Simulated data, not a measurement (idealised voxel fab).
process module | voxel plated lines
cross-section cut | 145 nm wide | cells 5 nm
A cross-section is a grid of square cells, given in bands from the top down. A band is one or more rows of cells.
Each band's line starts with the height of the band's top and of its bottom, in nm. Then come its materials from left to right, each with its width in nm. One material with "throughout" fills the band from edge to edge. "air" is empty space.
Height 0 is the level under which the wafer as received is all one material. The lowest band goes on downwards, as in "0 down".
A width such as "30 to 40" changes by the same amount from each row of cells to the next, from the band's top row to its bottom row.
"no change" after a step means that no cell of the cross-section changed.
closed voids: empty space of 8 cells or more with no open way to the top, each as width x height at its distance from the left edge, in nm
after a step's settings: what the simulator itself notes on the step
overlay nm, on a step with a mask: how far to the right of its planned place the mask lay; to the left if negative
plan
1 op RECEIVE | material Si
2 op CONFORMAL_DEP | material Al2O3 | thk nm 10
3 op DIRECTIONAL_DEP | material TiN | thk nm 5
4 op PATTERN | tone open | mask id LINES | material resist | width nm 30 | pitch nm 45 | thk nm 20 | overlay nm 0
5 op EPI | material Ru | thk nm 5
6 op STRIP | etch materials resist
7 op DIRECTIONAL_ETCH | etch materials TiN | depth nm 5
8 op CONFORMAL_DEP | material SiO2 | thk nm 5
first wafer, as planned
as received, after step 1
  0 down: Si throughout
  closed voids: none
after step 2
  10 to 0: Al2O3 throughout
  below 0: unchanged
after step 3
  15 to 10: TiN throughout
  below 10: unchanged
after step 4
  35 to 15: resist 35 | air 30 | resist 15 | air 30 | resist 35
  below 15: unchanged
after step 5
  35 to 20: resist 35 | air 30 | resist 15 | air 30 | resist 35
  20 to 15: resist 35 | Ru 30 | resist 15 | Ru 30 | resist 35
  below 15: unchanged
after step 6
  20 to 15: air 35 | Ru 30 | air 15 | Ru 30 | air 35
  below 15: unchanged
after step 7
  20 to 15: air 35 | Ru 30 | air 15 | Ru 30 | air 35
  15 to 10: air 35 | TiN 30 | air 15 | TiN 30 | air 35
  below 10: unchanged
after step 8
  25 to 20: air 30 | SiO2 40 | air 5 | SiO2 40 | air 30
  20 to 15: air 30 | SiO2 5 | Ru 30 | SiO2 5 | air 5 | SiO2 5 | Ru 30 | SiO2 5 | air 30
  15 to 10: SiO2 35 | TiN 30 | SiO2 15 | TiN 30 | SiO2 35
  below 10: unchanged
second wafer: like start, like plan, one mistake. Through step 3 it matches the first wafer
when step 4 should have ended
  35 to 15: air 35 | resist 30 | air 15 | resist 30 | air 35
  below 15: unchanged
when step 5 should have ended
  35 to 20: air 35 | resist 30 | air 15 | resist 30 | air 35
  20 to 15: Ru 35 | resist 30 | Ru 15 | resist 30 | Ru 35
  below 15: unchanged
when step 6 should have ended
  20 to 15: Ru 35 | air 30 | Ru 15 | air 30 | Ru 35
  below 15: unchanged
when step 7 should have ended
  20 to 15: Ru 35 | air 30 | Ru 15 | air 30 | Ru 35
  15 to 10: TiN 35 | air 30 | TiN 15 | air 30 | TiN 35
  below 10: unchanged
when step 8 should have ended
  25 to 20: SiO2 40 | air 20 | SiO2 25 | air 20 | SiO2 40
  20 to 15: Ru 35 | SiO2 5 | air 20 | SiO2 5 | Ru 15 | SiO2 5 | air 20 | SiO2 5 | Ru 35
  15 to 10: TiN 35 | SiO2 30 | TiN 15 | SiO2 30 | TiN 35
  below 10: unchanged
what went wrong: step 4 ran as: op PATTERN | tone cover | mask id LINES | material resist | width nm 30 | pitch nm 45 | thk nm 20 | overlay nm 0
at the end the second wafer has, in cells: 5 more of Ru | 5 more of TiN
